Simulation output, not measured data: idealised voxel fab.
Process module in this document: voxel self aligned vias
The figure presents cross-section cut, which has a width of 210 nm and is divided into square cells with an edge length of 5 nm.
For the purposes of this document, a cross-section shall be understood as a grid of square cells, specified as bands listed in top-to-bottom order, each band consisting of one or more rows of cells. Per band: top height and bottom height in nm, followed by the left-to-right materials and their widths in nm; "full width" marks a single material spanning edge to edge, "empty" marks empty space. The level at which height equals 0 is the one under which the wafer, as it arrives, is entirely one material. No lower edge exists for the bottom band, which continues downward and is notated as in "0 down". With a width like "30->40", each row of cells in the band differs from the next by the same amount, the top row carrying the first number and the bottom row the second. "changes: none" for a step: no cell of the cross-section changed in that step. Entry "Enclosed cavity list" = empty spaces >= 8 cells with no open way to the top; each as width x height at distance, distance from left edge, all nm. On a step's line, text after the settings is the simulator commenting on that step. Steps that use a mask can have "overlay nm" on their line. It says how far the mask sat to the right of where it was meant to be. Negative means to the left.
### List of planned process steps
1) RECEIVE [material Si]
2) CONFORMAL_DEP [material SiO2] [thk nm 10]
3) CONFORMAL_DEP [material SiCN] [thk nm 5]
4) DIRECTIONAL_DEP [material SiO2] [thk nm 30]
5) DIRECTIONAL_DEP [material aC] [thk nm 10]
6) PATTERN [tone open] [mask id LINES] [material resist] [width nm 25] [pitch nm 55] [thk nm 25] [overlay nm 0]
7) DIRECTIONAL_ETCH [etch materials aC] [depth nm 10]
8) STRIP [etch materials resist]
9) DIRECTIONAL_ETCH [etch materials SiO2] [depth nm 30]
10) STRIP [etch materials aC]
11) CONFORMAL_DEP [material TiN] [thk nm 5]
12) FILL_DEP [material Ru] [thk nm 5]
13) CMP [height nm 45]
14) SELECTIVE_ETCH [etch materials W Ru TiN] [depth nm 10]
15) FILL_DEP [material SiN] [thk nm 5]
16) CMP [height nm 45]
17) DIRECTIONAL_DEP [material SiO2] [thk nm 15]
18) PATTERN [tone open] [mask id VIAS] [material resist] [width nm 35] [thk nm 15] [overlay nm 0]
19) DIRECTIONAL_ETCH [etch materials SiO2] [depth nm 15]
20) DIRECTIONAL_ETCH [etch materials SiN] [depth nm 10]
21) STRIP [etch materials resist]
22) CONFORMAL_DEP [material TiN] [thk nm 5]
23) FILL_DEP [material W] [thk nm 10]
24) CMP [height nm 60]
25) CONFORMAL_DEP [material SiN] [thk nm 5]
### Run as planned: first of two wafers
### Delivered wafer in cross-section: state after step 1
    0 down = Si full width
    Enclosed cavity list: none
### Cross-sectional representation of the wafer at the conclusion of step 2
    10 to 0 = SiO2 full width
    below 0: unchanged
### Cross-sectional representation of the wafer at the conclusion of step 3
    15 to 10 = SiCN full width
    below 10: unchanged
### Cross-sectional representation of the wafer at the conclusion of step 4
    45 to 15 = SiO2 full width
    below 15: unchanged
### Cross-sectional representation of the wafer at the conclusion of step 5
    55 to 45 = aC full width
    below 45: unchanged
### Cross-sectional representation of the wafer at the conclusion of step 6
    80 to 55 = resist 65, then empty 25, then resist 30, then empty 25, then resist 65
    below 55: unchanged
### Cross-sectional representation of the wafer at the conclusion of step 7
    70 to 55 = resist 65, then empty 25, then resist 30, then empty 25, then resist 65
    55 to 45 = aC 65, then empty 25, then aC 30, then empty 25, then aC 65
    below 45: unchanged
### Cross-sectional representation of the wafer at the conclusion of step 8
    55 to 45 = aC 65, then empty 25, then aC 30, then empty 25, then aC 65
    below 45: unchanged
### Cross-sectional representation of the wafer at the conclusion of step 9
    55 to 45 = aC 65, then empty 25, then aC 30, then empty 25, then aC 65
    45 to 15 = SiO2 65, then empty 25, then SiO2 30, then empty 25, then SiO2 65
    below 15: unchanged
### Cross-sectional representation of the wafer at the conclusion of step 10
    45 to 15 = SiO2 65, then empty 25, then SiO2 30, then empty 25, then SiO2 65
    below 15: unchanged
### Cross-sectional representation of the wafer at the conclusion of step 11
    50 to 45 = TiN 70, then empty 15, then TiN 40, then empty 15, then TiN 70
    45 to 20 = SiO2 65, then TiN 5, then empty 15, then TiN 5, then SiO2 30, then TiN 5, then empty 15, then TiN 5, then SiO2 65
    20 to 15 = SiO2 65, then TiN 25, then SiO2 30, then TiN 25, then SiO2 65
    below 15: unchanged
### Cross-sectional representation of the wafer at the conclusion of step 12
    55 to 50 = Ru full width
    50 to 45 = TiN 70, then Ru 15, then TiN 40, then Ru 15, then TiN 70
    45 to 20 = SiO2 65, then TiN 5, then Ru 15, then TiN 5, then SiO2 30, then TiN 5, then Ru 15, then TiN 5, then SiO2 65
    below 20: unchanged
### Cross-sectional representation of the wafer at the conclusion of step 13
    45 to 20 = SiO2 65, then TiN 5, then Ru 15, then TiN 5, then SiO2 30, then TiN 5, then Ru 15, then TiN 5, then SiO2 65
    below 20: unchanged
### Cross-sectional representation of the wafer at the conclusion of step 14
    45 to 35 = SiO2 65, then empty 25, then SiO2 30, then empty 25, then SiO2 65
    below 35: unchanged
### Cross-sectional representation of the wafer at the conclusion of step 15
    50 to 45 = SiN full width
    45 to 35 = SiO2 65, then SiN 25, then SiO2 30, then SiN 25, then SiO2 65
    below 35: unchanged
### Cross-sectional representation of the wafer at the conclusion of step 16
    45 to 35 = SiO2 65, then SiN 25, then SiO2 30, then SiN 25, then SiO2 65
    below 35: unchanged
### Cross-sectional representation of the wafer at the conclusion of step 17
    60 to 45 = SiO2 full width
    below 45: unchanged
### Cross-sectional representation of the wafer at the conclusion of step 18
    75 to 60 = resist 60, then empty 35, then resist 115
    below 60: unchanged
### Cross-sectional representation of the wafer at the conclusion of step 19
    75 to 60 = resist 60, then empty 35, then resist 115
    60 to 45 = SiO2 60, then empty 35, then SiO2 115
    below 45: unchanged
### Cross-sectional representation of the wafer at the conclusion of step 20
    75 to 60 = resist 60, then empty 35, then resist 115
    60 to 45 = SiO2 60, then empty 35, then SiO2 115
    45 to 35 = SiO2 65, then empty 25, then SiO2 30, then SiN 25, then SiO2 65
    below 35: unchanged
### Cross-sectional representation of the wafer at the conclusion of step 21
    60 to 45 = SiO2 60, then empty 35, then SiO2 115
    below 45: unchanged
### Cross-sectional representation of the wafer at the conclusion of step 22
    65 to 60 = TiN 65, then empty 25, then TiN 120
    60 to 50 = SiO2 60, then TiN 5, then empty 25, then TiN 5, then SiO2 115
    50 to 45 = SiO2 60, then TiN 10, then empty 15, then TiN 10, then SiO2 115
    45 to 40 = SiO2 65, then TiN 5, then empty 15, then TiN 5, then SiO2 30, then SiN 25, then SiO2 65
    40 to 35 = SiO2 65, then TiN 25, then SiO2 30, then SiN 25, then SiO2 65
    below 35: unchanged
### Cross-sectional representation of the wafer at the conclusion of step 23
    75 to 65 = W full width
    65 to 60 = TiN 65, then W 25, then TiN 120
    60 to 50 = SiO2 60, then TiN 5, then W 25, then TiN 5, then SiO2 115
    50 to 45 = SiO2 60, then TiN 10, then W 15, then TiN 10, then SiO2 115
    45 to 40 = SiO2 65, then TiN 5, then W 15, then TiN 5, then SiO2 30, then SiN 25, then SiO2 65
    below 40: unchanged
### Cross-sectional representation of the wafer at the conclusion of step 24
    60 to 50 = SiO2 60, then TiN 5, then W 25, then TiN 5, then SiO2 115
    below 50: unchanged
### Cross-sectional representation of the wafer at the conclusion of step 25
    65 to 60 = SiN full width
    below 60: unchanged
### Wafer two: like wafer one in start and plan, but with one mistake in execution; identical up to and including step 18
### Second wafer: cross-section at the scheduled end of step 19
    75 to 60 = resist 60, then empty 35, then resist 115
    60 to 45 = SiO2 60, then empty 35, then SiO2 115
    45 to 35 = SiO2 60, then empty 5, then SiN 25, then empty 5, then SiO2 25, then SiN 25, then SiO2 65
    35 to 30 = SiO2 60, then empty 5, then TiN 5, then Ru 15, then TiN 5, then empty 5, then SiO2 25, then TiN 5, then Ru 15, then TiN 5, then SiO2 65
    below 30: unchanged
### Second wafer: cross-section at the scheduled end of step 20
    75 to 60 = resist 60, then empty 35, then resist 115
    60 to 45 = SiO2 60, then empty 35, then SiO2 115
    45 to 35 = SiO2 60, then empty 35, then SiO2 25, then SiN 25, then SiO2 65
    below 35: unchanged
### Second wafer: cross-section at the scheduled end of step 21
    60 to 45 = SiO2 60, then empty 35, then SiO2 115
    below 45: unchanged
### Second wafer: cross-section at the scheduled end of step 22
    65 to 60 = TiN 65, then empty 25, then TiN 120
    60 to 45 = SiO2 60, then TiN 5, then empty 25, then TiN 5, then SiO2 115
    45 to 40 = SiO2 60, then TiN 5, then empty 25, then TiN 5, then SiO2 25, then SiN 25, then SiO2 65
    40 to 35 = SiO2 60, then TiN 35, then SiO2 25, then SiN 25, then SiO2 65
    35 to 30 = SiO2 60, then TiN 10, then Ru 15, then TiN 10, then SiO2 25, then TiN 5, then Ru 15, then TiN 5, then SiO2 65
    below 30: unchanged
### Second wafer: cross-section at the scheduled end of step 23
    75 to 65 = W full width
    65 to 60 = TiN 65, then W 25, then TiN 120
    60 to 45 = SiO2 60, then TiN 5, then W 25, then TiN 5, then SiO2 115
    45 to 40 = SiO2 60, then TiN 5, then W 25, then TiN 5, then SiO2 25, then SiN 25, then SiO2 65
    below 40: unchanged
### Second wafer: cross-section at the scheduled end of step 24
    60 to 45 = SiO2 60, then TiN 5, then W 25, then TiN 5, then SiO2 115
    below 45: unchanged
### Second wafer: cross-section at the scheduled end of step 25
    65 to 60 = SiN full width
    below 60: unchanged
Nonconformance to the process plan: step 19 in the plan was executed twice
In the final state, the cell counts of the second wafer exceed or fall short of those of the first for the following materials: -6 SiO2; +2 TiN; +4 W
